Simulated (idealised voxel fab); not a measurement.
The following process module bears the name voxel ribs on slabs.
This is section cut - it's 295 nm across, gridded in 5 nm square cells.
Cross-section format: a grid of square cells, given as bands from top to bottom; each band is one or more rows of cells.
Band: top and bottom heights (nm) first, top before bottom; then materials from left to right, widths in nm. "everywhere" marks a sole material filling the band edge to edge. "air" denotes empty space.
Convention: height 0 is the level below which the wafer, as received, is all one material. The lowest band does not terminate at the bottom but continues downward, represented as "from 0 down".
A width such as "30..40" changes by the same amount from each row of cells to the next, from the band's top row to its bottom row.
Basically "no modifications" means that step didn't change any cell in the cross-section.
"Sealed voids" specifies each empty space that is not open to the top and that occupies no fewer than 8 cells, using the form width x height at distance, the distance measured from the left edge and all three quantities in nm.
Anything after a step's settings on that line? It's the simulator's own note about the step.
"overlay nm" answers the question of how far to the right of plan the mask lay on a step that has a mask, and when it is negative the answer is to the left.

# Listed below are the process steps as planned
1. RECEIVE: material Si
2. DIRECTIONAL_DEP: material SiO2, thk nm 30
3. DIRECTIONAL_DEP: material polySi, thk nm 25
4. PATTERN: tone cover, mask id RIB, material resist, width nm 30, thk nm 20, overlay nm 0
5. DIRECTIONAL_ETCH: etch materials polySi, depth nm 15
6. STRIP: etch materials resist
7. MASKED_ETCH: tone cover, mask id SLAB, width nm 60, etch materials polySi, depth nm 10, overlay nm 0
8. FILL_DEP: material SiO2, thk nm 30
9. CMP: height nm 75
10. DIRECTIONAL_DEP: material W, thk nm 5
11. DIRECTIONAL_DEP: material aC, thk nm 10
12. PATTERN: tone cover, mask id HEATER, material resist, width nm 40, thk nm 25, overlay nm 0
13. DIRECTIONAL_ETCH: etch materials aC, depth nm 10
14. STRIP: etch materials resist
15. DIRECTIONAL_ETCH: etch materials W, depth nm 5
16. STRIP: etch materials aC
17. CONFORMAL_DEP: material SiO2, thk nm 5
Wafers differ in thk nm at step 17; plan lists the first wafer's value; identical starting state.

# First of several wafers (as received, post step 1), cross-sectional view
  from 0 down | Si everywhere
  Sealed voids: none

# End of module: cross-section of the first of several wafers after step 17, the last step
  from 85 to 80 | air 120; SiO2 50; air 125
  from 80 to 75 | SiO2 125; W 40; SiO2 130
  from 75 to 55 | SiO2 everywhere
  from 55 to 40 | SiO2 130; polySi 30; SiO2 135
  from 40 to 30 | SiO2 115; polySi 60; SiO2 120
  from 30 to 0 | SiO2 everywhere
  from 0 down | Si everywhere
  Sealed voids: none

# Cross-section of the last wafer at end of module
  from 105 to 100 | air 100; SiO2 90; air 105
  from 100 to 80 | SiO2 everywhere
  from 80 to 75 | SiO2 125; W 40; SiO2 130
  from 75 to 55 | SiO2 everywhere
  from 55 to 40 | SiO2 130; polySi 30; SiO2 135
  from 40 to 30 | SiO2 115; polySi 60; SiO2 120
  from 30 to 0 | SiO2 everywhere
  from 0 down | Si everywhere
  Sealed voids: none

# Row per wafer, end-of-module: cell gain (+)/loss (-) by material since the wafer came in, then closed voids
thk nm 5, +904 SiO2, +8 W, +42 polySi, Sealed voids: none
thk nm 10, +965 SiO2, +8 W, +42 polySi, Sealed voids: none
thk nm 15, +1026 SiO2, +8 W, +42 polySi, Sealed voids: none
thk nm 20, +1087 SiO2, +8 W, +42 polySi, Sealed voids: none
thk nm 25, +1148 SiO2, +8 W, +42 polySi, Sealed voids: none
